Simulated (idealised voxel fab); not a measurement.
The name of this process module is voxel lift off.
Section shown: cut. Width: 255 nm. Cell size: 5 nm, square.
This document writes a cross-section as a grid whose cells are square, and gives it as bands, listed from the top down; one or more rows of cells form a band.
Read a band's entry like this: the first values are the height of its top and the height of its bottom in nm, and what follows is the sequence of materials from left to right, each with its width in nm. Note that "air" is empty space, and that a single material marked "full width" reaches across the band from edge to edge.
The level at which height equals 0 is the one under which the wafer, as it arrives, is entirely one material. No lower edge exists for the bottom band, which continues downward and is notated as in "0 and below".
With a width like "30..40", each row of cells in the band differs from the next by the same amount, the top row carrying the first number and the bottom row the second.
Step note "no alteration" = no cross-section cell changed.
"Closed cavity list": sealed empty spaces, 8 cells or more, no open way to top, listed width x height at distance, with distance from the left edge and width, height and distance in nm.
Note: text after step settings on the step line = simulator remark on that step.
overlay nm: step with mask; distance mask lay right of planned place; negative value = left of planned place.
Steps in the process plan
| 1 | RECEIVE (material Si) |
| 2 | CONFORMAL_DEP (material SiO2; thk nm 15) |
| 3 | PATTERN (tone open; mask id LINES; material resist; width nm 20; pitch nm 50; thk nm 20; overlay nm 0) |
| 4 | DIRECTIONAL_DEP (material Ru; thk nm 10) |
| 5 | STRIP (etch materials resist) |
| 6 | CONFORMAL_DEP (material SiO2; thk nm 5) |
First of two wafers - as planned
Wafer as received: cross-section following step 1
  0 and below | Si full width
  Closed cavity list: none
Once step 2 is through, the wafer looks like this in cross-section
  15 down to 0 | SiO2 full width
  Below a height of 0, the structure has not been altered.
Once step 3 is through, the wafer looks like this in cross-section
  35 down to 15 | resist=40 / air=20 / resist=30 / air=20 / resist=30 / air=20 / resist=30 / air=20 / resist=45
  Below a height of 15, the structure has not been altered.
Once step 4 is through, the wafer looks like this in cross-section
  45 down to 35 | Ru=40 / air=20 / Ru=30 / air=20 / Ru=30 / air=20 / Ru=30 / air=20 / Ru=45
  35 down to 25 | resist=40 / air=20 / resist=30 / air=20 / resist=30 / air=20 / resist=30 / air=20 / resist=45
  25 down to 15 | resist=40 / Ru=20 / resist=30 / Ru=20 / resist=30 / Ru=20 / resist=30 / Ru=20 / resist=45
  Below a height of 15, the structure has not been altered.
Once step 5 is through, the wafer looks like this in cross-section
  25 down to 15 | air=40 / Ru=20 / air=30 / Ru=20 / air=30 / Ru=20 / air=30 / Ru=20 / air=45
  Below a height of 15, the structure has not been altered.
Once step 6 is through, the wafer looks like this in cross-section
  30 down to 25 | air=35 / SiO2=30 / air=20 / SiO2=30 / air=20 / SiO2=30 / air=20 / SiO2=30 / air=40
  25 down to 20 | air=35 / SiO2=5 / Ru=20 / SiO2=5 / air=20 / SiO2=5 / Ru=20 / SiO2=5 / air=20 / SiO2=5 / Ru=20 / SiO2=5 / air=20 / SiO2=5 / Ru=20 / SiO2=5 / air=40
  20 down to 15 | SiO2=40 / Ru=20 / SiO2=30 / Ru=20 / SiO2=30 / Ru=20 / SiO2=30 / Ru=20 / SiO2=45
  Below a height of 15, the structure has not been altered.
It is to be noted that the second wafer proceeded from the same initial state and according to the same plan as the first, although one mistake was committed in its execution; through step 2, inclusive, the two wafers share an identical history
Here is the second wafer in cross-section at the point where step 3 of the plan should have been done
  35 down to 15 | air=40 / resist=20 / air=30 / resist=20 / air=30 / resist=20 / air=30 / resist=20 / air=45
  Below a height of 15, the structure has not been altered.
Here is the second wafer in cross-section at the point where step 4 of the plan should have been done
  45 down to 35 | air=40 / Ru=20 / air=30 / Ru=20 / air=30 / Ru=20 / air=30 / Ru=20 / air=45
  35 down to 25 | air=40 / resist=20 / air=30 / resist=20 / air=30 / resist=20 / air=30 / resist=20 / air=45
  25 down to 15 | Ru=40 / resist=20 / Ru=30 / resist=20 / Ru=30 / resist=20 / Ru=30 / resist=20 / Ru=45
  Below a height of 15, the structure has not been altered.
Here is the second wafer in cross-section at the point where step 5 of the plan should have been done
  25 down to 15 | Ru=40 / air=20 / Ru=30 / air=20 / Ru=30 / air=20 / Ru=30 / air=20 / Ru=45
  Below a height of 15, the structure has not been altered.
Here is the second wafer in cross-section at the point where step 6 of the plan should have been done
  30 down to 25 | SiO2=45 / air=10 / SiO2=40 / air=10 / SiO2=40 / air=10 / SiO2=40 / air=10 / SiO2=50
  25 down to 20 | Ru=40 / SiO2=5 / air=10 / SiO2=5 / Ru=30 / SiO2=5 / air=10 / SiO2=5 / Ru=30 / SiO2=5 / air=10 / SiO2=5 / Ru=30 / SiO2=5 / air=10 / SiO2=5 / Ru=45
  20 down to 15 | Ru=40 / SiO2=20 / Ru=30 / SiO2=20 / Ru=30 / SiO2=20 / Ru=30 / SiO2=20 / Ru=45
  Below a height of 15, the structure has not been altered.
So what did we get wrong on this run? step 3 was run on a setting that differed from the plan, and what really ran there is PATTERN (tone cover; mask id LINES; material resist; width nm 20; pitch nm 50; thk nm 20; overlay nm 0)
FYI, end of process, the second wafer has more or fewer cells of some materials than the first: 38 more of Ru
